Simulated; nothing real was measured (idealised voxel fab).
You're looking at the process module voxel capacitor over wiring.
Square cell edge 5 nm, section width 270 nm, ID cut.
A cross-section is a grid of square cells, given in bands from the top down. A band is one or more rows of cells. Read a band's entry like this: the first values are the height of its top and the height of its bottom in nm, and what follows is the sequence of materials from left to right, each with its width in nm. Note that "air" is empty space, and that a single material marked "full width" reaches across the band from edge to edge. Note: height 0 marks the level under which the wafer is uniformly one material as received. Lowest band unbounded below, written "z 0 and below". A width such as "30..40" changes by the same amount from each row of cells to the next, from the band's top row to its bottom row. "left unchanged" means the step left every cell of the cross-section as it was. Entry "Sealed cavities". Content: empty spaces with no open connection to the top, size 8 cells or greater. Each: width x height at distance. Distance: from left edge. Unit: nm. On a step's line, text after the settings is the simulator commenting on that step. Regarding "overlay nm": on a step with a mask, it is the distance the mask lay to the right of its planned place; a negative value places it to the left.

Here's what the planned process steps look like
1. RECEIVE with material Si
2. CONFORMAL_DEP with material SiO2, thk nm 15
3. CONFORMAL_DEP with material SiCN, thk nm 5
4. DIRECTIONAL_DEP with material lowk, thk nm 25
5. MASKED_ETCH with tone open, mask id METAL_1, width nm 20, pitch nm 90, etch materials lowk, depth nm 25, overlay nm 0
6. MASKED_ETCH with tone open, mask id METAL_1, width nm 20, pitch nm 90, etch materials SiCN, depth nm 5, overlay nm 0
7. CONFORMAL_DEP with material TiN, thk nm 5
8. FILL_DEP with material W, thk nm 5
9. CMP with height nm 45
10. CONFORMAL_DEP with material SiCN, thk nm 5
11. DIRECTIONAL_DEP with material lowk, thk nm 20
12. MASKED_ETCH with tone open, mask id PLUG_1, width nm 15, etch materials lowk, depth nm 20, overlay nm 0
13. MASKED_ETCH with tone open, mask id PLUG_1, width nm 15, etch materials SiCN, depth nm 5, overlay nm 0
14. CONFORMAL_DEP with material TiN, thk nm 5
15. FILL_DEP with material Ru, thk nm 5
16. CMP with height nm 70
17. DIRECTIONAL_DEP with material TiN, thk nm 10
18. DIRECTIONAL_DEP with material HfO2, thk nm 5
19. DIRECTIONAL_DEP with material TiN, thk nm 10
20. MASKED_ETCH with tone cover, mask id UPPER_PLATE, width nm 75, etch materials TiN, depth nm 10, overlay nm 0
21. MASKED_ETCH with tone cover, mask id UPPER_PLATE, width nm 75, etch materials HfO2, depth nm 5, overlay nm 0
22. PATTERN with tone cover, mask id LOWER_PLATE, material resist, width nm 85, thk nm 15, overlay nm 0
23. DIRECTIONAL_ETCH with etch materials TiN, depth nm 10
24. STRIP with etch materials resist
25. FILL_DEP with material SiO2, thk nm 15
26. CMP with height nm 105
27. DIRECTIONAL_DEP with material aC, thk nm 10
28. PATTERN with tone open, mask id PLUG_2, material resist, width nm 15, thk nm 30, overlay nm 0
29. DIRECTIONAL_ETCH with etch materials aC, depth nm 10
30. STRIP with etch materials resist
31. DIRECTIONAL_ETCH with etch materials SiO2, depth nm 10
32. STRIP with etch materials aC
33. CONFORMAL_DEP with material TiN, thk nm 5
34. FILL_DEP with material Ru, thk nm 5
35. CMP with height nm 105
36. CONFORMAL_DEP with material SiN, thk nm 5

Wafer as received: cross-section following step 1
    z 0 and below = Si full width
    Sealed cavities: none

The cross-section shown corresponds to the wafer at the conclusion of the module. The initial structure and the process plan are those presented above; however, one mistake occurred in executing the plan
    z 110 to 105 = SiN full width
    z 105 to 100 = SiO2 95  TiN 5  Ru 5  TiN 5  SiO2 160
    z 100 to 95 = SiO2 95  TiN 15  SiO2 160
    z 95 to 85 = SiO2 80  TiN 5  SiO2 75  TiN 5  SiO2 105
    z 85 to 80 = HfO2 full width
    z 80 to 70 = TiN full width
    z 70 to 50 = lowk 85  TiN 5  Ru 5  TiN 5  lowk 170
    z 50 to 45 = SiCN 85  TiN 15  SiCN 170
    z 45 to 20 = lowk 80  TiN 5  W 10  TiN 5  lowk 70  TiN 5  W 10  TiN 5  lowk 80
    z 20 to 15 = SiCN 80  TiN 20  SiCN 70  TiN 20  SiCN 80
    z 15 to 0 = SiO2 full width
    z 0 and below = Si full width
    Sealed cavities: none
The plan and the run diverged here: step 20, actual vs plan mismatch, actual run MASKED_ETCH with tone open, mask id UPPER_PLATE, width nm 75, etch materials TiN, depth nm 10, overlay nm 0
